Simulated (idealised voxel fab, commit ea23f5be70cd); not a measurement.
process module | voxel gate over fins
cross-section cut | 295 nm wide | cells 5 nm
A cross-section is a grid of square cells, given in bands from the top down. A band is one or more rows of cells.
Each band's line starts with the height of the band's top and of its bottom, in nm. Then come its materials from left to right, each with its width in nm. One material with "throughout" fills the band from edge to edge. "air" is empty space.
Height 0 is the level under which the wafer as received is all one material. The lowest band goes on downwards, as in "0 down".
A width such as "30 to 40" changes by the same amount from each row of cells to the next, from the band's top row to its bottom row.
"no change" after a step means that no cell of the cross-section changed.
closed voids: empty space of 8 cells or more with no open way to the top, each as width x height at its distance from the left edge, in nm
after a step's settings: what the simulator itself notes on the step
overlay nm, on a step with a mask: how far to the right of its planned place the mask lay; to the left if negative
plan
1 op RECEIVE | material Si
2 op CONFORMAL_DEP | material SiN | thk nm 5
3 op MASKED_ETCH | tone cover | mask id FINS | width nm 15 | pitch nm 40 | etch materials SiN | depth nm 5 | overlay nm 0
4 op MASKED_ETCH | tone cover | mask id FINS | width nm 15 | pitch nm 40 | etch materials Si | depth nm 35 | overlay nm 0
5 op OXIDIZE | depth nm 5
6 op FILL_DEP | material SiO2 | thk nm 15
7 op CMP | height nm 5
8 op SELECTIVE_ETCH | etch materials SiO2 | depth nm 15
9 op STRIP | etch materials SiN
10 op CONFORMAL_DEP | material HfO2 | thk nm 5
11 op CONFORMAL_DEP | material TiN | thk nm 5
12 op CONFORMAL_DEP | material TiAl | thk nm 5
13 op CONFORMAL_DEP | material TiN | thk nm 5
14 op FILL_DEP | material W | thk nm 15
15 op CMP | height nm 30
16 op CONFORMAL_DEP | material SiN | thk nm 10
varied across the wafers: width nm of step 3. The plan shows the first wafer's value. All wafers start alike
first wafer as received, after step 1
  0 down: Si throughout
  closed voids: none
first wafer at the end, after step 16
  40 to 30: SiN throughout
  30 to 20: W throughout
  20 to 15: W 105 | TiN 85 | W 105
  15 to 10: W 105 | TiN 5 | TiAl 35 | TiN 5 | TiAl 35 | TiN 5 | W 105
  10 to 5: TiN 110 | TiAl 5 | TiN 25 | TiAl 5 | TiN 5 | TiAl 5 | TiN 25 | TiAl 5 | TiN 110
  5 to 0: TiAl 115 | TiN 5 | HfO2 15 | TiN 5 | TiAl 15 | TiN 5 | HfO2 15 | TiN 5 | TiAl 115
  0 to -5: TiN 120 | HfO2 5 | Si 5 | HfO2 5 | TiN 25 | HfO2 5 | Si 5 | HfO2 5 | TiN 120
  -5 to -10: HfO2 125 | Si 5 | HfO2 35 | Si 5 | HfO2 125
  -10 to -40: SiO2 125 | Si 5 | SiO2 35 | Si 5 | SiO2 125
  -40 down: Si throughout
  closed voids: none
last wafer at the end
  40 to 30: SiN throughout
  30 to 20: W throughout
  20 to 15: W 100 | TiN 95 | W 100
  15 to 10: W 100 | TiN 5 | TiAl 85 | TiN 5 | W 100
  10 to 5: TiN 105 | TiAl 5 | TiN 35 | TiAl 5 | TiN 35 | TiAl 5 | TiN 105
  5 to 0: TiAl 110 | TiN 5 | HfO2 25 | TiN 5 | TiAl 5 | TiN 5 | HfO2 25 | TiN 5 | TiAl 110
  0 to -5: TiN 115 | HfO2 5 | Si 15 | HfO2 5 | TiN 15 | HfO2 5 | Si 15 | HfO2 5 | TiN 115
  -5 to -10: HfO2 120 | Si 15 | HfO2 25 | Si 15 | HfO2 120
  -10 to -40: SiO2 120 | Si 15 | SiO2 25 | Si 15 | SiO2 120
  -40 down: Si throughout
  closed voids: none
each wafer at the end: cells of each material gained (+) or lost (-) since it was received, then its closed voids
width nm 15 | +67 HfO2 | -456 Si | +118 SiN | +342 SiO2 | +67 TiAl | +132 TiN | +202 W | closed voids: none
width nm 20 | +67 HfO2 | -440 Si | +118 SiN | +330 SiO2 | +67 TiAl | +130 TiN | +200 W | closed voids: none
width nm 25 | +67 HfO2 | -424 Si | +118 SiN | +318 SiO2 | +65 TiAl | +130 TiN | +198 W | closed voids: none
